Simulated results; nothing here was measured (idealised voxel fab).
Documented hereafter: the process module known as voxel air gaps.
In the cross-section labelled cut, the width is 300 nm and each square cell is 5 nm.
Cross-section = grid of square cells, listed top down in bands; band = one or more rows.
Quick guide to a band line: top height, bottom height (nm) up front; then every material left to right with its width in nm. Only one material and it's marked "full width"? Then it fills the band edge to edge. And "empty" just means empty space.
The reference from which all heights are counted is 0, the level beneath which the as-received wafer is entirely one material; the lowest band, having no lower bound, proceeds downward and is written after the example "0 nm and below".
Per-row width for "30..40": begins at first number (top row of band), ends at second number (bottom row), increment between rows held constant.
No cell of the cross-section changed in a step that is given as "nothing got changed".
If an empty space has no open way to the top and is at least 8 cells in size, "Entrapped void list" lists it, written width x height at distance, where distance is measured from the left edge and every value is in nm.
Anything after a step's settings on that line? It's the simulator's own note about the step.
"overlay nm", when on a step's line for a step with a mask, measures how far to the right of its planned place the mask lay; a negative measure means to the left.

So here's the lineup of process steps we planned
- 1: RECEIVE, material Si
- 2: CONFORMAL_DEP, material SiO2, thk nm 10
- 3: CONFORMAL_DEP, material SiN, thk nm 5
- 4: DIRECTIONAL_DEP, material SiO2, thk nm 40
- 5: MASKED_ETCH, tone open, mask id LINES, width nm 20, pitch nm 45, etch materials SiO2, depth nm 40, overlay nm 0
- 6: CONFORMAL_DEP, material TiN, thk nm 5
- 7: FILL_DEP, material W, thk nm 10
- 8: CMP, height nm 55
- 9: EPI, material Ru, thk nm 10
- 10: SELECTIVE_ETCH, etch materials SiO2, depth nm 50
- 11: CONFORMAL_DEP, material SiN, thk nm 5

Cross-sectional view of the wafer in its as-received condition, corresponding to the state after step 1
* 0 nm and below | Si full width
* Entrapped void list: none

Wafer at module end, in section. Began as above, planned as above, run with one mistake
* 70 nm to 65 nm | SiN full width
* 65 nm to 55 nm | Ru full width
* 55 nm to 50 nm | W full width
* 50 nm to 45 nm | TiN: 75 | W: 10 | TiN: 35 | W: 10 | TiN: 35 | W: 10 | TiN: 35 | W: 10 | TiN: 80
* 45 nm to 10 nm | SiO2: 70 | TiN: 5 | W: 10 | TiN: 5 | SiO2: 25 | TiN: 5 | W: 10 | TiN: 5 | SiO2: 25 | TiN: 5 | W: 10 | TiN: 5 | SiO2: 25 | TiN: 5 | W: 10 | TiN: 5 | SiO2: 75
* 10 nm to 5 nm | SiO2: 70 | TiN: 20 | SiO2: 25 | TiN: 20 | SiO2: 25 | TiN: 20 | SiO2: 25 | TiN: 20 | SiO2: 75
* 5 nm to 0 nm | SiN full width
* 0 nm and below | Si full width
* Entrapped void list: none
In executing the process, a mistake was made relative to the plan: step 2 of the plan was excluded from execution and never run
